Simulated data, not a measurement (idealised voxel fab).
Documented hereafter: the process module known as voxel quadruple lines.
205 nm wide, 5 nm square cells: that's cross-section cut.
Bands, listed from the top down, are how a cross-section gets written in this document; the cross-section itself is a grid of square cells, and a band is one or more rows of them.
Basically the band line says how high the top is and how high the bottom is, in nm, and then what's in it from left to right, every material with its width in nm. Empty space shows up as "air", and if a single material carries "everywhere" it runs the full band edge to edge.
Where do heights start? At 0: under that level the wafer as delivered is made of one material only. And the lowest band has no floor; it just carries on downward, as in "0 and below".
A two-number width, for instance "30..40", indicates that the width is equal to the first number in the top row of the band and to the second number in the bottom row, and that it changes by a constant amount per row of cells.
A step reported as "nothing different" is a step in which no cell of the cross-section changed.
Heads up: "Trapped void list" only lists the empty pockets with no open path to the top that are 8 cells or more, and it writes them as width x height at distance, distance from the left edge, in nm.
Heads up: the bit after the settings on a step's line is the simulator's remark on that step.
Each step line may optionally specify "overlay nm", which for a step with a mask gives the rightward distance between the mask's planned place and where it lay, a negative value indicating the leftward direction.

[Intended process steps]
1. RECEIVE | material Si
2. CONFORMAL_DEP | material SiO2 | thk nm 10
3. DIRECTIONAL_DEP | material TiN | thk nm 15
4. DIRECTIONAL_DEP | material polySi | thk nm 20
5. DIRECTIONAL_DEP | material aC | thk nm 25
6. PATTERN | tone cover | mask id MANDREL | material resist | width nm 20 | thk nm 30 | overlay nm 0
7. DIRECTIONAL_ETCH | etch materials aC | depth nm 25
8. STRIP | etch materials resist
9. CONFORMAL_DEP | material SiO2 | thk nm 10
10. DIRECTIONAL_ETCH | etch materials SiO2 | depth nm 10
11. STRIP | etch materials aC
12. DIRECTIONAL_ETCH | etch materials polySi | depth nm 20
13. STRIP | etch materials SiO2
14. CONFORMAL_DEP | material SiN | thk nm 5
15. DIRECTIONAL_ETCH | etch materials SiN | depth nm 5
16. STRIP | etch materials polySi
17. DIRECTIONAL_ETCH | etch materials TiN | depth nm 15
18. STRIP | etch materials SiN

[The first of the two wafers, which ran as planned]

[Wafer at receipt (post step 1), cross-section]
    0 and below = Si everywhere
    Trapped void list: none

[You're looking at a cross-section of the wafer after step 2]
    10 down to 0 = SiO2 everywhere
    Anything lower than 0 is untouched.

[You're looking at a cross-section of the wafer after step 3]
    25 down to 10 = TiN everywhere
    Anything lower than 10 is untouched.

[You're looking at a cross-section of the wafer after step 4]
    45 down to 25 = polySi everywhere
    Anything lower than 25 is untouched.

[You're looking at a cross-section of the wafer after step 5]
    70 down to 45 = aC everywhere
    Anything lower than 45 is untouched.

[You're looking at a cross-section of the wafer after step 6]
    100 down to 70 = air: 90; resist: 20; air: 95
    Anything lower than 70 is untouched.

[You're looking at a cross-section of the wafer after step 7]
    75 down to 70 = air: 90; resist: 20; air: 95
    70 down to 45 = air: 90; aC: 20; air: 95
    Anything lower than 45 is untouched.

[You're looking at a cross-section of the wafer after step 8]
    70 down to 45 = air: 90; aC: 20; air: 95
    Anything lower than 45 is untouched.

[You're looking at a cross-section of the wafer after step 9]
    80 down to 70 = air: 80; SiO2: 40; air: 85
    70 down to 55 = air: 80; SiO2: 10; aC: 20; SiO2: 10; air: 85
    55 down to 45 = SiO2: 90; aC: 20; SiO2: 95
    Anything lower than 45 is untouched.

[You're looking at a cross-section of the wafer after step 10]
    70 down to 45 = air: 80; SiO2: 10; aC: 20; SiO2: 10; air: 85
    Anything lower than 45 is untouched.

[You're looking at a cross-section of the wafer after step 11]
    70 down to 45 = air: 80; SiO2: 10; air: 20; SiO2: 10; air: 85
    Anything lower than 45 is untouched.

[You're looking at a cross-section of the wafer after step 12]
    70 down to 45 = air: 80; SiO2: 10; air: 20; SiO2: 10; air: 85
    45 down to 25 = air: 80; polySi: 10; air: 20; polySi: 10; air: 85
    Anything lower than 25 is untouched.

[You're looking at a cross-section of the wafer after step 13]
    45 down to 25 = air: 80; polySi: 10; air: 20; polySi: 10; air: 85
    Anything lower than 25 is untouched.

[You're looking at a cross-section of the wafer after step 14]
    50 down to 45 = air: 75; SiN: 20; air: 10; SiN: 20; air: 80
    45 down to 30 = air: 75; SiN: 5; polySi: 10; SiN: 5; air: 10; SiN: 5; polySi: 10; SiN: 5; air: 80
    30 down to 25 = SiN: 80; polySi: 10; SiN: 20; polySi: 10; SiN: 85
    Anything lower than 25 is untouched.

[You're looking at a cross-section of the wafer after step 15]
    45 down to 25 = air: 75; SiN: 5; polySi: 10; SiN: 5; air: 10; SiN: 5; polySi: 10; SiN: 5; air: 80
    Anything lower than 25 is untouched.

[You're looking at a cross-section of the wafer after step 16]
    45 down to 25 = air: 75; SiN: 5; air: 10; SiN: 5; air: 10; SiN: 5; air: 10; SiN: 5; air: 80
    Anything lower than 25 is untouched.

[You're looking at a cross-section of the wafer after step 17]
    45 down to 25 = air: 75; SiN: 5; air: 10; SiN: 5; air: 10; SiN: 5; air: 10; SiN: 5; air: 80
    25 down to 10 = air: 75; TiN: 5; air: 10; TiN: 5; air: 10; TiN: 5; air: 10; TiN: 5; air: 80
    Anything lower than 10 is untouched.

[You're looking at a cross-section of the wafer after step 18]
    25 down to 10 = air: 75; TiN: 5; air: 10; TiN: 5; air: 10; TiN: 5; air: 10; TiN: 5; air: 80
    Anything lower than 10 is untouched.

[Companion wafer, the second of two: same beginning, same intended sequence, one mistake in carrying it out; through step 1 inclusive it tracks the first exactly]

The second wafer in cross-section, at the planned close of step 2: nothing different

[The second wafer in cross-section, at the planned close of step 3]
    15 down to 0 = TiN everywhere
    Anything lower than 0 is untouched.

[The second wafer in cross-section, at the planned close of step 4]
    35 down to 15 = polySi everywhere
    Anything lower than 15 is untouched.

[The second wafer in cross-section, at the planned close of step 5]
    60 down to 35 = aC everywhere
    Anything lower than 35 is untouched.

[The second wafer in cross-section, at the planned close of step 6]
    90 down to 60 = air: 90; resist: 20; air: 95
    Anything lower than 60 is untouched.

[The second wafer in cross-section, at the planned close of step 7]
    65 down to 60 = air: 90; resist: 20; air: 95
    60 down to 35 = air: 90; aC: 20; air: 95
    Anything lower than 35 is untouched.

[The second wafer in cross-section, at the planned close of step 8]
    60 down to 35 = air: 90; aC: 20; air: 95
    Anything lower than 35 is untouched.

[The second wafer in cross-section, at the planned close of step 9]
    70 down to 60 = air: 80; SiO2: 40; air: 85
    60 down to 45 = air: 80; SiO2: 10; aC: 20; SiO2: 10; air: 85
    45 down to 35 = SiO2: 90; aC: 20; SiO2: 95
    Anything lower than 35 is untouched.

[The second wafer in cross-section, at the planned close of step 10]
    60 down to 35 = air: 80; SiO2: 10; aC: 20; SiO2: 10; air: 85
    Anything lower than 35 is untouched.

[The second wafer in cross-section, at the planned close of step 11]
    60 down to 35 = air: 80; SiO2: 10; air: 20; SiO2: 10; air: 85
    Anything lower than 35 is untouched.

[The second wafer in cross-section, at the planned close of step 12]
    60 down to 35 = air: 80; SiO2: 10; air: 20; SiO2: 10; air: 85
    35 down to 15 = air: 80; polySi: 10; air: 20; polySi: 10; air: 85
    Anything lower than 15 is untouched.

[The second wafer in cross-section, at the planned close of step 13]
    35 down to 15 = air: 80; polySi: 10; air: 20; polySi: 10; air: 85
    Anything lower than 15 is untouched.

[The second wafer in cross-section, at the planned close of step 14]
    40 down to 35 = air: 75; SiN: 20; air: 10; SiN: 20; air: 80
    35 down to 20 = air: 75; SiN: 5; polySi: 10; SiN: 5; air: 10; SiN: 5; polySi: 10; SiN: 5; air: 80
    20 down to 15 = SiN: 80; polySi: 10; SiN: 20; polySi: 10; SiN: 85
    Anything lower than 15 is untouched.

[The second wafer in cross-section, at the planned close of step 15]
    35 down to 15 = air: 75; SiN: 5; polySi: 10; SiN: 5; air: 10; SiN: 5; polySi: 10; SiN: 5; air: 80
    Anything lower than 15 is untouched.

[The second wafer in cross-section, at the planned close of step 16]
    35 down to 15 = air: 75; SiN: 5; air: 10; SiN: 5; air: 10; SiN: 5; air: 10; SiN: 5; air: 80
    Anything lower than 15 is untouched.

[The second wafer in cross-section, at the planned close of step 17]
    35 down to 15 = air: 75; SiN: 5; air: 10; SiN: 5; air: 10; SiN: 5; air: 10; SiN: 5; air: 80
    15 down to 0 = air: 75; TiN: 5; air: 10; TiN: 5; air: 10; TiN: 5; air: 10; TiN: 5; air: 80
    Anything lower than 0 is untouched.

[The second wafer in cross-section, at the planned close of step 18]
    15 down to 0 = air: 75; TiN: 5; air: 10; TiN: 5; air: 10; TiN: 5; air: 10; TiN: 5; air: 80
    Anything lower than 0 is untouched.
Deviation from plan: step 2 was dropped from the plan's execution and never run
Final tally in cells, some materials are higher or lower on the second wafer than on the first: 82 fewer of SiO2
